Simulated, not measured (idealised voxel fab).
Process module in this document: voxel transistor to metal
FYI the section here is cut, 300 nm wide, cells are 5 nm squares.
Cross-sections here: square-cell grids, written as top-down lists of bands, a band being one or more rows of cells. Band entry format. Leading values: height of top, height of bottom, nm. Remainder: materials in left-to-right order, each with its width in nm. Special words: "all across" on a single material, which then fills the band edge to edge; "air", empty space. Heads up on the height convention: 0 is the point under which the incoming wafer is all one material, and the lowest band has no bottom, it just keeps going down, like "0 and below". Quick explanation for "30->40": the width changes in equal steps down the rows of cells, from the first number in the band's top row to the second number in its bottom row. It should be understood that the words "nothing altered", when stated for a given step, signify that the cross-section underwent no change in any of its cells during that step. The entry titled "Enclosed internal cavities" provides the empty spaces that have no open way to the top, restricted to those of 8 cells or more. Each is presented as width x height at distance, the distance being measured from the left edge, with all three in nm. Step line, after settings: the simulator's comment on this step. Among the settings permitted on a step's line is "overlay nm"; applied to a step with a mask, it specifies the extent to which the mask lay to the right of its planned position, whereas a negative figure signifies a position to the left. Pairs ahead. Before: cross-section ahead of one process step. After: cross-section once the step is done, shown to the lowest changed band only. Under each pair: that step, with settings. Caution: pairs may come from different runs of this module on the same starting wafer; a pair follows the pair above only where its "Pre-step snapshot" entry says so.
Pre-step snapshot
0 and below: Si all across
Enclosed internal cavities: none
Resultant Cross-Section
0 down to -5: SiO2 all across
Heights below -5 show no change.
Enclosed internal cavities: none
Between the cross-sections above, the step performed was OXIDIZE [depth nm 5]
Pre-step snapshot: The prior state of this step coincides with the post-step cross-section of the pair just above.
Resultant Cross-Section
10 down to 0: SiN all across
Heights below 0 show no change.
Enclosed internal cavities: none
Between the cross-sections above, the step performed was CONFORMAL_DEP [material SiN] [thk nm 10]
Pre-step snapshot: The prior state of this step coincides with the post-step cross-section of the pair just above.
Resultant Cross-Section
10 down to 0: air 20 | SiN 115 | air 25 | SiN 115 | air 25
Heights below 0 show no change.
Enclosed internal cavities: none
Between the cross-sections above, the step performed was MASKED_ETCH [tone cover] [mask id ACTIVE] [width nm 115] [pitch nm 140] [etch materials SiN] [depth nm 10] [overlay nm 0]
Pre-step snapshot: The prior state of this step coincides with the post-step cross-section of the pair just above.
Resultant Cross-Section
10 down to 0: air 20 | SiN 115 | air 25 | SiN 115 | air 25
0 down to -5: air 20 | SiO2 115 | air 25 | SiO2 115 | air 25
Heights below -5 show no change.
Enclosed internal cavities: none
Between the cross-sections above, the step performed was MASKED_ETCH [tone cover] [mask id ACTIVE] [width nm 115] [pitch nm 140] [etch materials SiO2] [depth nm 5] [overlay nm 0]
Pre-step snapshot: The prior state of this step coincides with the post-step cross-section of the pair just above.
Resultant Cross-Section
10 down to 0: air 20 | SiN 115 | air 25 | SiN 115 | air 25
0 down to -5: air 20 | SiO2 115 | air 25 | SiO2 115 | air 25
-5 down to -40: air 20 | Si 115 | air 25 | Si 115 | air 25
Heights below -40 show no change.
Enclosed internal cavities: none
Between the cross-sections above, the step performed was MASKED_ETCH [tone cover] [mask id ACTIVE] [width nm 115] [pitch nm 140] [etch materials Si] [depth nm 35] [overlay nm 0]
Pre-step snapshot: The prior state of this step coincides with the post-step cross-section of the pair just above.
Resultant Cross-Section
10 down to 0: air 20 | SiN 115 | air 25 | SiN 115 | air 25
0 down to -5: air 20 | SiO2 115 | air 25 | SiO2 115 | air 25
-5 down to -40: air 20 | SiO2 5 | Si 105 | SiO2 5 | air 25 | SiO2 5 | Si 105 | SiO2 5 | air 25
-40 down to -45: SiO2 25 | Si 105 | SiO2 35 | Si 105 | SiO2 30
Heights below -45 show no change.
Enclosed internal cavities: none
Between the cross-sections above, the step performed was OXIDIZE [depth nm 5]
Pre-step snapshot: The prior state of this step coincides with the post-step cross-section of the pair just above.
Resultant Cross-Section
15 down to 10: SiO2 all across
10 down to 0: SiO2 20 | SiN 115 | SiO2 25 | SiN 115 | SiO2 25
0 down to -5: SiO2 all across
-5 down to -45: SiO2 25 | Si 105 | SiO2 35 | Si 105 | SiO2 30
Heights below -45 show no change.
Enclosed internal cavities: none
Between the cross-sections above, the step performed was FILL_DEP [material SiO2] [thk nm 5]
Pre-step snapshot: The prior state of this step coincides with the post-step cross-section of the pair just above.
Resultant Cross-Section
10 down to 0: SiO2 20 | SiN 115 | SiO2 25 | SiN 115 | SiO2 25
Heights below 0 show no change.
Enclosed internal cavities: none
Between the cross-sections above, the step performed was CMP [height nm 10]
Pre-step snapshot: The prior state of this step coincides with the post-step cross-section of the pair just above.
Resultant Cross-Section
10 down to 0: air 20 | SiN 115 | air 25 | SiN 115 | air 25
Heights below 0 show no change.
Enclosed internal cavities: none
Between the cross-sections above, the step performed was SELECTIVE_ETCH [etch materials SiO2] [depth nm 10]
Pre-step snapshot: The prior state of this step coincides with the post-step cross-section of the pair just above.
Resultant Cross-Section
0 down to -5: SiO2 all across
Heights below -5 show no change.
Enclosed internal cavities: none
Between the cross-sections above, the step performed was STRIP [etch materials SiN]
Pre-step snapshot: The prior state of this step coincides with the post-step cross-section of the pair just above.
Resultant Cross-Section
-5 down to -45: SiO2 25 | Si 105 | SiO2 35 | Si 105 | SiO2 30
Heights below -45 show no change.
Enclosed internal cavities: none
Between the cross-sections above, the step performed was SELECTIVE_ETCH [etch materials SiO2] [depth nm 5]
Pre-step snapshot: The prior state of this step coincides with the post-step cross-section of the pair just above.
Resultant Cross-Section
-5 down to -10: SiO2 all across
Heights below -10 show no change.
Enclosed internal cavities: none
Between the cross-sections above, the step performed was OXIDIZE [depth nm 5]
Pre-step snapshot: The prior state of this step coincides with the post-step cross-section of the pair just above.
Resultant Cross-Section
25 down to -5: polySi all across
Heights below -5 show no change.
Enclosed internal cavities: none
Between the cross-sections above, the step performed was DIRECTIONAL_DEP [material polySi] [thk nm 30]
Pre-step snapshot: The prior state of this step coincides with the post-step cross-section of the pair just above.
Resultant Cross-Section
40 down to 25: SiCN all across
Heights below 25 show no change.
Enclosed internal cavities: none
Between the cross-sections above, the step performed was DIRECTIONAL_DEP [material SiCN] [thk nm 15]
Pre-step snapshot: The prior state of this step coincides with the post-step cross-section of the pair just above.
Resultant Cross-Section
55 down to 40: air 60 | resist 35 | air 105 | resist 35 | air 65
Heights below 40 show no change.
Enclosed internal cavities: none
Between the cross-sections above, the step performed was PATTERN [tone cover] [mask id GATE] [material resist] [width nm 35] [pitch nm 140] [thk nm 15] [overlay nm 0]
Pre-step snapshot: The prior state of this step coincides with the post-step cross-section of the pair just above.
Resultant Cross-Section
55 down to 40: air 60 | resist 35 | air 105 | resist 35 | air 65
40 down to 25: air 60 | SiCN 35 | air 105 | SiCN 35 | air 65
Heights below 25 show no change.
Enclosed internal cavities: none
Between the cross-sections above, the step performed was DIRECTIONAL_ETCH [etch materials SiCN] [depth nm 25]
Pre-step snapshot: The prior state of this step coincides with the post-step cross-section of the pair just above.
Resultant Cross-Section
55 down to 40: air 60 | resist 35 | air 105 | resist 35 | air 65
40 down to 25: air 60 | SiCN 35 | air 105 | SiCN 35 | air 65
25 down to -5: air 60 | polySi 35 | air 105 | polySi 35 | air 65
Heights below -5 show no change.
Enclosed internal cavities: none
Between the cross-sections above, the step performed was DIRECTIONAL_ETCH [etch materials polySi] [depth nm 40]
Pre-step snapshot: The prior state of this step coincides with the post-step cross-section of the pair just above.
Resultant Cross-Section
40 down to 25: air 60 | SiCN 35 | air 105 | SiCN 35 | air 65
Heights below 25 show no change.
Enclosed internal cavities: none
Between the cross-sections above, the step performed was STRIP [etch materials resist]
Pre-step snapshot: The prior state of this step coincides with the post-step cross-section of the pair just above.
Resultant Cross-Section
45 down to 40: air 55 | SiO2 45 | air 95 | SiO2 45 | air 60
40 down to 25: air 55 | SiO2 5 | SiCN 35 | SiO2 5 | air 95 | SiO2 5 | SiCN 35 | SiO2 5 | air 60
25 down to 0: air 55 | SiO2 5 | polySi 35 | SiO2 5 | air 95 | SiO2 5 | polySi 35 | SiO2 5 | air 60
0 down to -5: SiO2 60 | polySi 35 | SiO2 105 | polySi 35 | SiO2 65
Heights below -5 show no change.
Enclosed internal cavities: none
Between the cross-sections above, the step performed was CONFORMAL_DEP [material SiO2] [thk nm 5]
Pre-step snapshot: The prior state of this step coincides with the post-step cross-section of the pair just above.
Resultant Cross-Section
40 down to 25: air 55 | SiO2 5 | SiCN 35 | SiO2 5 | air 95 | SiO2 5 | SiCN 35 | SiO2 5 | air 60
25 down to -5: air 55 | SiO2 5 | polySi 35 | SiO2 5 | air 95 | SiO2 5 | polySi 35 | SiO2 5 | air 60
Heights below -5 show no change.
Enclosed internal cavities: none
Between the cross-sections above, the step performed was DIRECTIONAL_ETCH [etch materials SiO2] [depth nm 5]
Pre-step snapshot: The prior state of this step coincides with the post-step cross-section of the pair just above.
Resultant Cross-Section
50 down to 40: air 45 | SiN 65 | air 75 | SiN 65 | air 50
40 down to 25: air 45 | SiN 10 | SiO2 5 | SiCN 35 | SiO2 5 | SiN 10 | air 75 | SiN 10 | SiO2 5 | SiCN 35 | SiO2 5 | SiN 10 | air 50
25 down to 5: air 45 | SiN 10 | SiO2 5 | polySi 35 | SiO2 5 | SiN 10 | air 75 | SiN 10 | SiO2 5 | polySi 35 | SiO2 5 | SiN 10 | air 50
5 down to -5: SiN 55 | SiO2 5 | polySi 35 | SiO2 5 | SiN 95 | SiO2 5 | polySi 35 | SiO2 5 | SiN 60
Heights below -5 show no change.
Enclosed internal cavities: none
Between the cross-sections above, the step performed was CONFORMAL_DEP [material SiN] [thk nm 10]
Pre-step snapshot: The prior state of this step coincides with the post-step cross-section of the pair just above.
Resultant Cross-Section
40 down to 25: air 45 | SiN 10 | SiO2 5 | SiCN 35 | SiO2 5 | SiN 10 | air 75 | SiN 10 | SiO2 5 | SiCN 35 | SiO2 5 | SiN 10 | air 50
25 down to -5: air 45 | SiN 10 | SiO2 5 | polySi 35 | SiO2 5 | SiN 10 | air 75 | SiN 10 | SiO2 5 | polySi 35 | SiO2 5 | SiN 10 | air 50
Heights below -5 show no change.
Enclosed internal cavities: none
Between the cross-sections above, the step performed was DIRECTIONAL_ETCH [etch materials SiN] [depth nm 10]
Pre-step snapshot: The prior state of this step coincides with the post-step cross-section of the pair just above.
Resultant Cross-Section
40 down to 35: air 45 | SiN 10 | air 5 | SiCN 35 | air 5 | SiN 10 | air 75 | SiN 10 | air 5 | SiCN 35 | air 5 | SiN 10 | air 50
35 down to 25: air 45 | SiN 10 | SiO2 5 | SiCN 35 | SiO2 5 | SiN 10 | air 75 | SiN 10 | SiO2 5 | SiCN 35 | SiO2 5 | SiN 10 | air 50
25 down to -5: air 45 | SiN 10 | SiO2 5 | polySi 35 | SiO2 5 | SiN 10 | air 75 | SiN 10 | SiO2 5 | polySi 35 | SiO2 5 | SiN 10 | air 50
-5 down to -10: air 45 | SiO2 65 | air 75 | SiO2 65 | air 50
Heights below -10 show no change.
Enclosed internal cavities: none
Between the cross-sections above, the step performed was DIRECTIONAL_ETCH [etch materials SiO2] [depth nm 5]
Pre-step snapshot: The prior state of this step coincides with the post-step cross-section of the pair just above.
Resultant Cross-Section
40 down to 35: air 45 | SiN 10 | air 5 | SiCN 35 | air 5 | SiN 10 | air 75 | SiN 10 | air 5 | SiCN 35 | air 5 | SiN 10 | air 50
35 down to 25: air 45 | SiN 10 | SiO2 5 | SiCN 35 | SiO2 5 | SiN 10 | air 75 | SiN 10 | SiO2 5 | SiCN 35 | SiO2 5 | SiN 10 | air 50
25 down to -5: air 45 | SiN 10 | SiO2 5 | polySi 35 | SiO2 5 | SiN 10 | air 75 | SiN 10 | SiO2 5 | polySi 35 | SiO2 5 | SiN 10 | air 50
-5 down to -10: air 45 | SiO2 65 | air 75 | SiO2 65 | air 50
-10 down to -20: SiO2 25 | air 20 | Si 65 | air 20 | SiO2 35 | air 20 | Si 65 | air 20 | SiO2 30
Heights below -20 show no change.
Enclosed internal cavities: none
Between the cross-sections above, the step performed was DIRECTIONAL_ETCH [etch materials Si] [depth nm 10]
Pre-step snapshot: The prior state of this step coincides with the post-step cross-section of the pair just above.
Resultant Cross-Section
40 down to 35: air 45 | SiN 10 | air 5 | SiCN 35 | air 5 | SiN 10 | air 75 | SiN 10 | air 5 | SiCN 35 | air 5 | SiN 10 | air 50
35 down to 25: air 45 | SiN 10 | SiO2 5 | SiCN 35 | SiO2 5 | SiN 10 | air 75 | SiN 10 | SiO2 5 | SiCN 35 | SiO2 5 | SiN 10 | air 50
25 down to 0: air 45 | SiN 10 | SiO2 5 | polySi 35 | SiO2 5 | SiN 10 | air 75 | SiN 10 | SiO2 5 | polySi 35 | SiO2 5 | SiN 10 | air 50
0 down to -5: air 35 | nSi 10 | SiN 10 | SiO2 5 | polySi 35 | SiO2 5 | SiN 10 | nSi 10 | air 55 | nSi 10 | SiN 10 | SiO2 5 | polySi 35 | SiO2 5 | SiN 10 | nSi 10 | air 40
-5 down to -10: air 35 | nSi 10 | SiO2 65 | nSi 10 | air 55 | nSi 10 | SiO2 65 | nSi 10 | air 40
-10 down to -20: SiO2 25 | nSi 20 | Si 65 | nSi 20 | SiO2 35 | nSi 20 | Si 65 | nSi 20 | SiO2 30
Heights below -20 show no change.
Enclosed internal cavities: none
Between the cross-sections above, the step performed was EPI [material nSi] [thk nm 10]
Pre-step snapshot: The prior state of this step coincides with the post-step cross-section of the pair just above.
Resultant Cross-Section
50 down to 40: SiO2 all across
40 down to 25: SiO2 45 | SiN 10 | SiO2 5 | SiCN 35 | SiO2 5 | SiN 10 | SiO2 75 | SiN 10 | SiO2 5 | SiCN 35 | SiO2 5 | SiN 10 | SiO2 50
25 down to 0: SiO2 45 | SiN 10 | SiO2 5 | polySi 35 | SiO2 5 | SiN 10 | SiO2 75 | SiN 10 | SiO2 5 | polySi 35 | SiO2 5 | SiN 10 | SiO2 50
0 down to -5: SiO2 35 | nSi 10 | SiN 10 | SiO2 5 | polySi 35 | SiO2 5 | SiN 10 | nSi 10 | SiO2 55 | nSi 10 | SiN 10 | SiO2 5 | polySi 35 | SiO2 5 | SiN 10 | nSi 10 | SiO2 40
-5 down to -10: SiO2 35 | nSi 10 | SiO2 65 | nSi 10 | SiO2 55 | nSi 10 | SiO2 65 | nSi 10 | SiO2 40
Heights below -10 show no change.
Enclosed internal cavities: none
Between the cross-sections above, the step performed was FILL_DEP [material SiO2] [thk nm 10]
Pre-step snapshot: The prior state of this step coincides with the post-step cross-section of the pair just above.
Resultant Cross-Section
25 down to 0: SiO2 45 | SiN 10 | SiO2 5 | polySi 35 | SiO2 5 | SiN 10 | SiO2 75 | SiN 10 | SiO2 5 | polySi 35 | SiO2 5 | SiN 10 | SiO2 50
Heights below 0 show no change.
Enclosed internal cavities: none
Between the cross-sections above, the step performed was CMP [height nm 25]
Pre-step snapshot: The prior state of this step coincides with the post-step cross-section of the pair just above.
Resultant Cross-Section
25 down to 0: SiO2 45 | SiN 10 | SiO2 5 | air 35 | SiO2 5 | SiN 10 | SiO2 75 | SiN 10 | SiO2 5 | air 35 | SiO2 5 | SiN 10 | SiO2 50
0 down to -5: SiO2 35 | nSi 10 | SiN 10 | SiO2 5 | air 35 | SiO2 5 | SiN 10 | nSi 10 | SiO2 55 | nSi 10 | SiN 10 | SiO2 5 | air 35 | SiO2 5 | SiN 10 | nSi 10 | SiO2 40
Heights below -5 show no change.
Enclosed internal cavities: none
Between the cross-sections above, the step performed was STRIP [etch materials polySi]
Pre-step snapshot: The prior state of this step coincides with the post-step cross-section of the pair just above.
Resultant Cross-Section
25 down to 20: air 45 | SiN 10 | air 45 | SiN 10 | air 75 | SiN 10 | air 45 | SiN 10 | air 50
20 down to 0: SiO2 45 | SiN 10 | air 45 | SiN 10 | SiO2 75 | SiN 10 | air 45 | SiN 10 | SiO2 50
0 down to -5: SiO2 35 | nSi 10 | SiN 10 | air 45 | SiN 10 | nSi 10 | SiO2 55 | nSi 10 | SiN 10 | air 45 | SiN 10 | nSi 10 | SiO2 40
-5 down to -10: SiO2 35 | nSi 10 | SiO2 10 | air 45 | SiO2 10 | nSi 10 | SiO2 55 | nSi 10 | SiO2 10 | air 45 | SiO2 10 | nSi 10 | SiO2 40
Heights below -10 show no change.
Enclosed internal cavities: none
Between the cross-sections above, the step performed was SELECTIVE_ETCH [etch materials SiO2] [depth nm 5]
Pre-step snapshot: The prior state of this step coincides with the post-step cross-section of the pair just above.
Resultant Cross-Section
30 down to 25: air 40 | HfO2 20 | air 35 | HfO2 20 | air 65 | HfO2 20 | air 35 | HfO2 20 | air 45
25 down to 20: HfO2 45 | SiN 10 | HfO2 5 | air 35 | HfO2 5 | SiN 10 | HfO2 75 | SiN 10 | HfO2 5 | air 35 | HfO2 5 | SiN 10 | HfO2 50
20 down to 0: SiO2 45 | SiN 10 | HfO2 5 | air 35 | HfO2 5 | SiN 10 | SiO2 75 | SiN 10 | HfO2 5 | air 35 | HfO2 5 | SiN 10 | SiO2 50
0 down to -5: SiO2 35 | nSi 10 | SiN 10 | HfO2 5 | air 35 | HfO2 5 | SiN 10 | nSi 10 | SiO2 55 | nSi 10 | SiN 10 | HfO2 5 | air 35 | HfO2 5 | SiN 10 | nSi 10 | SiO2 40
-5 down to -10: SiO2 35 | nSi 10 | SiO2 10 | HfO2 45 | SiO2 10 | nSi 10 | SiO2 55 | nSi 10 | SiO2 10 | HfO2 45 | SiO2 10 | nSi 10 | SiO2 40
Heights below -10 show no change.
Enclosed internal cavities: none
Between the cross-sections above, the step performed was CONFORMAL_DEP [material HfO2] [thk nm 5]
Pre-step snapshot: The prior state of this step coincides with the post-step cross-section of the pair just above.
Resultant Cross-Section
35 down to 30: air 35 | TiN 30 | air 25 | TiN 30 | air 55 | TiN 30 | air 25 | TiN 30 | air 40
30 down to 25: TiN 40 | HfO2 20 | TiN 5 | air 25 | TiN 5 | HfO2 20 | TiN 65 | HfO2 20 | TiN 5 | air 25 | TiN 5 | HfO2 20 | TiN 45
25 down to 20: HfO2 45 | SiN 10 | HfO2 5 | TiN 5 | air 25 | TiN 5 | HfO2 5 | SiN 10 | HfO2 75 | SiN 10 | HfO2 5 | TiN 5 | air 25 | TiN 5 | HfO2 5 | SiN 10 | HfO2 50
20 down to 0: SiO2 45 | SiN 10 | HfO2 5 | TiN 5 | air 25 | TiN 5 | HfO2 5 | SiN 10 | SiO2 75 | SiN 10 | HfO2 5 | TiN 5 | air 25 | TiN 5 | HfO2 5 | SiN 10 | SiO2 50
0 down to -5: SiO2 35 | nSi 10 | SiN 10 | HfO2 5 | TiN 35 | HfO2 5 | SiN 10 | nSi 10 | SiO2 55 | nSi 10 | SiN 10 | HfO2 5 | TiN 35 | HfO2 5 | SiN 10 | nSi 10 | SiO2 40
Heights below -5 show no change.
Enclosed internal cavities: none
Between the cross-sections above, the step performed was CONFORMAL_DEP [material TiN] [thk nm 5]
Pre-step snapshot: The prior state of this step coincides with the post-step cross-section of the pair just above.
Resultant Cross-Section
45 down to 35: W all across
35 down to 30: W 35 | TiN 30 | W 25 | TiN 30 | W 55 | TiN 30 | W 25 | TiN 30 | W 40
30 down to 25: TiN 40 | HfO2 20 | TiN 5 | W 25 | TiN 5 | HfO2 20 | TiN 65 | HfO2 20 | TiN 5 | W 25 | TiN 5 | HfO2 20 | TiN 45
25 down to 20: HfO2 45 | SiN 10 | HfO2 5 | TiN 5 | W 25 | TiN 5 | HfO2 5 | SiN 10 | HfO2 75 | SiN 10 | HfO2 5 | TiN 5 | W 25 | TiN 5 | HfO2 5 | SiN 10 | HfO2 50
20 down to 0: SiO2 45 | SiN 10 | HfO2 5 | TiN 5 | W 25 | TiN 5 | HfO2 5 | SiN 10 | SiO2 75 | SiN 10 | HfO2 5 | TiN 5 | W 25 | TiN 5 | HfO2 5 | SiN 10 | SiO2 50
Heights below 0 show no change.
Enclosed internal cavities: none
Between the cross-sections above, the step performed was FILL_DEP [material W] [thk nm 10]
Pre-step snapshot: The prior state of this step coincides with the post-step cross-section of the pair just above.
Resultant Cross-Section
20 down to 0: SiO2 45 | SiN 10 | HfO2 5 | TiN 5 | W 25 | TiN 5 | HfO2 5 | SiN 10 | SiO2 75 | SiN 10 | HfO2 5 | TiN 5 | W 25 | TiN 5 | HfO2 5 | SiN 10 | SiO2 50
Heights below 0 show no change.
Enclosed internal cavities: none
Between the cross-sections above, the step performed was CMP [height nm 20]
Pre-step snapshot: The prior state of this step coincides with the post-step cross-section of the pair just above.
Resultant Cross-Section
35 down to 20: SiO2 all across
Heights below 20 show no change.
Enclosed internal cavities: none
Between the cross-sections above, the step performed was DIRECTIONAL_DEP [material SiO2] [thk nm 15]
Pre-step snapshot: The prior state of this step coincides with the post-step cross-section of the pair just above.
Resultant Cross-Section
50 down to 35: aC all across
Heights below 35 show no change.
Enclosed internal cavities: none
Between the cross-sections above, the step performed was DIRECTIONAL_DEP [material aC] [thk nm 15]
Pre-step snapshot: The prior state of this step coincides with the post-step cross-section of the pair just above.
Resultant Cross-Section
80 down to 50: resist 25 | air 20 | resist 65 | air 20 | resist 35 | air 20 | resist 65 | air 20 | resist 30
Heights below 50 show no change.
Enclosed internal cavities: none
Between the cross-sections above, the step performed was PATTERN [tone open] [mask id CONTACT] [material resist] [width nm 20] [thk nm 30] [overlay nm 0]
Pre-step snapshot: The prior state of this step coincides with the post-step cross-section of the pair just above.
Resultant Cross-Section
65 down to 50: resist 25 | air 20 | resist 65 | air 20 | resist 35 | air 20 | resist 65 | air 20 | resist 30
50 down to 35: aC 25 | air 20 | aC 65 | air 20 | aC 35 | air 20 | aC 65 | air 20 | aC 30
Heights below 35 show no change.
Enclosed internal cavities: none
Between the cross-sections above, the step performed was DIRECTIONAL_ETCH [etch materials aC] [depth nm 15]
Pre-step snapshot: The prior state of this step coincides with the post-step cross-section of the pair just above.
Resultant Cross-Section
50 down to 35: aC 25 | air 20 | aC 65 | air 20 | aC 35 | air 20 | aC 65 | air 20 | aC 30
Heights below 35 show no change.
Enclosed internal cavities: none
Between the cross-sections above, the step performed was STRIP [etch materials resist]
Pre-step snapshot: The prior state of this step coincides with the post-step cross-section of the pair just above.
Resultant Cross-Section
50 down to 35: aC 25 | air 20 | aC 65 | air 20 | aC 35 | air 20 | aC 65 | air 20 | aC 30
35 down to 20: SiO2 25 | air 20 | SiO2 65 | air 20 | SiO2 35 | air 20 | SiO2 65 | air 20 | SiO2 30
20 down to 0: SiO2 25 | air 20 | SiN 10 | HfO2 5 | TiN 5 | W 25 | TiN 5 | HfO2 5 | SiN 10 | air 20 | SiO2 35 | air 20 | SiN 10 | HfO2 5 | TiN 5 | W 25 | TiN 5 | HfO2 5 | SiN 10 | air 20 | SiO2 30
0 down to -5: SiO2 25 | air 10 | nSi 10 | SiN 10 | HfO2 5 | TiN 35 | HfO2 5 | SiN 10 | nSi 10 | air 10 | SiO2 35 | air 10 | nSi 10 | SiN 10 | HfO2 5 | TiN 35 | HfO2 5 | SiN 10 | nSi 10 | air 10 | SiO2 30
-5 down to -10: SiO2 25 | air 10 | nSi 10 | SiO2 10 | HfO2 45 | SiO2 10 | nSi 10 | air 10 | SiO2 35 | air 10 | nSi 10 | SiO2 10 | HfO2 45 | SiO2 10 | nSi 10 | air 10 | SiO2 30
Heights below -10 show no change.
Enclosed internal cavities: none
Between the cross-sections above, the step performed was DIRECTIONAL_ETCH [etch materials SiO2] [depth nm 45]
Pre-step snapshot: The prior state of this step coincides with the post-step cross-section of the pair just above.
Resultant Cross-Section
35 down to 20: SiO2 25 | air 20 | SiO2 65 | air 20 | SiO2 35 | air 20 | SiO2 65 | air 20 | SiO2 30
Heights below 20 show no change.
Enclosed internal cavities: none
Between the cross-sections above, the step performed was STRIP [etch materials aC]
Pre-step snapshot: The prior state of this step coincides with the post-step cross-section of the pair just above.
Resultant Cross-Section
40 down to 35: TiN 30 | air 10 | TiN 75 | air 10 | TiN 45 | air 10 | TiN 75 | air 10 | TiN 35
35 down to 20: SiO2 25 | TiN 5 | air 10 | TiN 5 | SiO2 65 | TiN 5 | air 10 | TiN 5 | SiO2 35 | TiN 5 | air 10 | TiN 5 | SiO2 65 | TiN 5 | air 10 | TiN 5 | SiO2 30
20 down to 5: SiO2 25 | TiN 5 | air 10 | TiN 5 | SiN 10 | HfO2 5 | TiN 5 | W 25 | TiN 5 | HfO2 5 | SiN 10 | TiN 5 | air 10 | TiN 5 | SiO2 35 | TiN 5 | air 10 | TiN 5 | SiN 10 | HfO2 5 | TiN 5 | W 25 | TiN 5 | HfO2 5 | SiN 10 | TiN 5 | air 10 | TiN 5 | SiO2 30
5 down to 0: SiO2 25 | TiN 20 | SiN 10 | HfO2 5 | TiN 5 | W 25 | TiN 5 | HfO2 5 | SiN 10 | TiN 20 | SiO2 35 | TiN 20 | SiN 10 | HfO2 5 | TiN 5 | W 25 | TiN 5 | HfO2 5 | SiN 10 | TiN 20 | SiO2 30
0 down to -5: SiO2 25 | TiN 10 | nSi 10 | SiN 10 | HfO2 5 | TiN 35 | HfO2 5 | SiN 10 | nSi 10 | TiN 10 | SiO2 35 | TiN 10 | nSi 10 | SiN 10 | HfO2 5 | TiN 35 | HfO2 5 | SiN 10 | nSi 10 | TiN 10 | SiO2 30
-5 down to -10: SiO2 25 | TiN 10 | nSi 10 | SiO2 10 | HfO2 45 | SiO2 10 | nSi 10 | TiN 10 | SiO2 35 | TiN 10 | nSi 10 | SiO2 10 | HfO2 45 | SiO2 10 | nSi 10 | TiN 10 | SiO2 30
Heights below -10 show no change.
Enclosed internal cavities: none
Between the cross-sections above, the step performed was CONFORMAL_DEP [material TiN] [thk nm 5]
Pre-step snapshot: The prior state of this step coincides with the post-step cross-section of the pair just above.
Resultant Cross-Section
45 down to 40: W all across
40 down to 35: TiN 30 | W 10 | TiN 75 | W 10 | TiN 45 | W 10 | TiN 75 | W 10 | TiN 35
35 down to 20: SiO2 25 | TiN 5 | W 10 | TiN 5 | SiO2 65 | TiN 5 | W 10 | TiN 5 | SiO2 35 | TiN 5 | W 10 | TiN 5 | SiO2 65 | TiN 5 | W 10 | TiN 5 | SiO2 30
20 down to 5: SiO2 25 | TiN 5 | W 10 | TiN 5 | SiN 10 | HfO2 5 | TiN 5 | W 25 | TiN 5 | HfO2 5 | SiN 10 | TiN 5 | W 10 | TiN 5 | SiO2 35 | TiN 5 | W 10 | TiN 5 | SiN 10 | HfO2 5 | TiN 5 | W 25 | TiN 5 | HfO2 5 | SiN 10 | TiN 5 | W 10 | TiN 5 | SiO2 30
Heights below 5 show no change.
Enclosed internal cavities: none
Between the cross-sections above, the step performed was FILL_DEP [material W] [thk nm 5]
Pre-step snapshot: The prior state of this step coincides with the post-step cross-section of the pair just above.
Resultant Cross-Section
35 down to 20: SiO2 25 | TiN 5 | W 10 | TiN 5 | SiO2 65 | TiN 5 | W 10 | TiN 5 | SiO2 35 | TiN 5 | W 10 | TiN 5 | SiO2 65 | TiN 5 | W 10 | TiN 5 | SiO2 30
Heights below 20 show no change.
Enclosed internal cavities: none
Between the cross-sections above, the step performed was CMP [height nm 35]
Pre-step snapshot: The prior state of this step coincides with the post-step cross-section of the pair just above.
Resultant Cross-Section
40 down to 35: TiN all across
Heights below 35 show no change.
Enclosed internal cavities: none
Between the cross-sections above, the step performed was DIRECTIONAL_DEP [material TiN] [thk nm 5]
Pre-step snapshot: The prior state of this step coincides with the post-step cross-section of the pair just above.
Resultant Cross-Section
60 down to 40: W all across
Heights below 40 show no change.
Enclosed internal cavities: none
Between the cross-sections above, the step performed was DIRECTIONAL_DEP [material W] [thk nm 20]
Pre-step snapshot: The prior state of this step coincides with the post-step cross-section of the pair just above.
Resultant Cross-Section
70 down to 60: aC all across
Heights below 60 show no change.
Enclosed internal cavities: none
Between the cross-sections above, the step performed was DIRECTIONAL_DEP [material aC] [thk nm 10]
Pre-step snapshot: The prior state of this step coincides with the post-step cross-section of the pair just above.
Resultant Cross-Section
95 down to 70: air 25 | resist 20 | air 65 | resist 20 | air 35 | resist 20 | air 65 | resist 20 | air 30
Heights below 70 show no change.
Enclosed internal cavities: none
Between the cross-sections above, the step performed was PATTERN [tone cover] [mask id METAL_1] [material resist] [width nm 20] [thk nm 25] [overlay nm 0]
Pre-step snapshot: The prior state of this step coincides with the post-step cross-section of the pair just above.
Resultant Cross-Section
85 down to 70: air 25 | resist 20 | air 65 | resist 20 | air 35 | resist 20 | air 65 | resist 20 | air 30
70 down to 60: air 25 | aC 20 | air 65 | aC 20 | air 35 | aC 20 | air 65 | aC 20 | air 30
Heights below 60 show no change.
Enclosed internal cavities: none
Between the cross-sections above, the step performed was DIRECTIONAL_ETCH [etch materials aC] [depth nm 10]
Pre-step snapshot: The prior state of this step coincides with the post-step cross-section of the pair just above.
Resultant Cross-Section
70 down to 60: air 25 | aC 20 | air 65 | aC 20 | air 35 | aC 20 | air 65 | aC 20 | air 30
Heights below 60 show no change.
Enclosed internal cavities: none
Between the cross-sections above, the step performed was STRIP [etch materials resist]
Pre-step snapshot: The prior state of this step coincides with the post-step cross-section of the pair just above.
Resultant Cross-Section
70 down to 60: air 25 | aC 20 | air 65 | aC 20 | air 35 | aC 20 | air 65 | aC 20 | air 30
60 down to 40: air 25 | W 20 | air 65 | W 20 | air 35 | W 20 | air 65 | W 20 | air 30
Heights below 40 show no change.
Enclosed internal cavities: none
Between the cross-sections above, the step performed was DIRECTIONAL_ETCH [etch materials W] [depth nm 20]
Pre-step snapshot: The prior state of this step coincides with the post-step cross-section of the pair just above.
Resultant Cross-Section
70 down to 60: air 25 | aC 20 | air 65 | aC 20 | air 35 | aC 20 | air 65 | aC 20 | air 30
60 down to 40: air 25 | W 20 | air 65 | W 20 | air 35 | W 20 | air 65 | W 20 | air 30
40 down to 35: air 25 | TiN 20 | air 65 | TiN 20 | air 35 | TiN 20 | air 65 | TiN 20 | air 30
Heights below 35 show no change.
Enclosed internal cavities: none
Between the cross-sections above, the step performed was DIRECTIONAL_ETCH [etch materials TiN] [depth nm 5]
Pre-step snapshot: The prior state of this step coincides with the post-step cross-section of the pair just above.
Resultant Cross-Section
60 down to 40: air 25 | W 20 | air 65 | W 20 | air 35 | W 20 | air 65 | W 20 | air 30
Heights below 40 show no change.
Enclosed internal cavities: none
Between the cross-sections above, the step performed was STRIP [etch materials aC]
